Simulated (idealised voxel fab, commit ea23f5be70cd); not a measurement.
process module | voxel spacer lines
It is cross-section cut that appears here, measuring 270 nm in width, its square cells being 5 nm in size.
When this document writes out a cross-section, it uses a grid of square cells and lists it as bands, beginning at the top and moving down, with a band standing for one or more rows of cells.
A band entry consists of two parts. The first gives the height of the band's top and the height of its bottom, in nm. The rest lists the band's materials from left to right, each with its width in nm. A single material labelled with the word "edge to edge" fills the band from edge to edge, and the word "air" marks empty space.
Counting heights begins at 0, where everything beneath is, in the wafer as received, one material. The lowest band has no bottom; it goes on downwards, as "0 nm and below" shows.
A width such as "30->40" changes by the same amount from each row of cells to the next, from the band's top row to its bottom row.
When a step is marked "no change occurred", none of the cells in the cross-section changed during that step.
Closed empty spaces (no open way to the top) of 8 cells or more are what "Entrapped void list" lists, each as width x height at distance from the left edge, nm for all three.
Whatever follows a step's settings on its line is a remark the simulator itself makes about that step.
"overlay nm" on a masked step: distance the mask lay right of its planned place, negative for left.
The following list gives the planned process steps
1. RECEIVE: material Si
2. CONFORMAL_DEP: material SiO2, thk nm 5
3. DIRECTIONAL_DEP: material TiN, thk nm 10
4. DIRECTIONAL_DEP: material aC, thk nm 30
5. PATTERN: tone cover, mask id MANDREL, material resist, width nm 15, pitch nm 60, thk nm 40, overlay nm 0
6. DIRECTIONAL_ETCH: etch materials aC, depth nm 30
7. STRIP: etch materials resist
8. CONFORMAL_DEP: material SiN, thk nm 15
9. DIRECTIONAL_ETCH: etch materials SiN, depth nm 15
10. STRIP: etch materials aC
11. DIRECTIONAL_ETCH: etch materials TiN, depth nm 10
12. STRIP: etch materials SiN
13. FILL_DEP: material SiO2, thk nm 10
14. CMP: height nm 15
Wafer as received: cross-section following step 1
* 0 nm and below  Si edge to edge
* Entrapped void list: none
Figure: cross-sectional view of the wafer upon completion of the module, processed from the initial state and according to the plan depicted above, with one error introduced during execution
* 15 nm to 5 nm  45 SiO2; 15 TiN; 25 SiO2; 15 TiN; 5 SiO2; 15 TiN; 25 SiO2; 15 TiN; 5 SiO2; 15 TiN; 25 SiO2; 15 TiN; 50 SiO2
* 5 nm to 0 nm  SiO2 edge to edge
* 0 nm and below  Si edge to edge
* Entrapped void list: none
Finding, execution versus plan: so step 5 ended up running with a different setting than we planned, it ran as PATTERN: tone cover, mask id MANDREL, material resist, width nm 25, pitch nm 60, thk nm 40, overlay nm 0
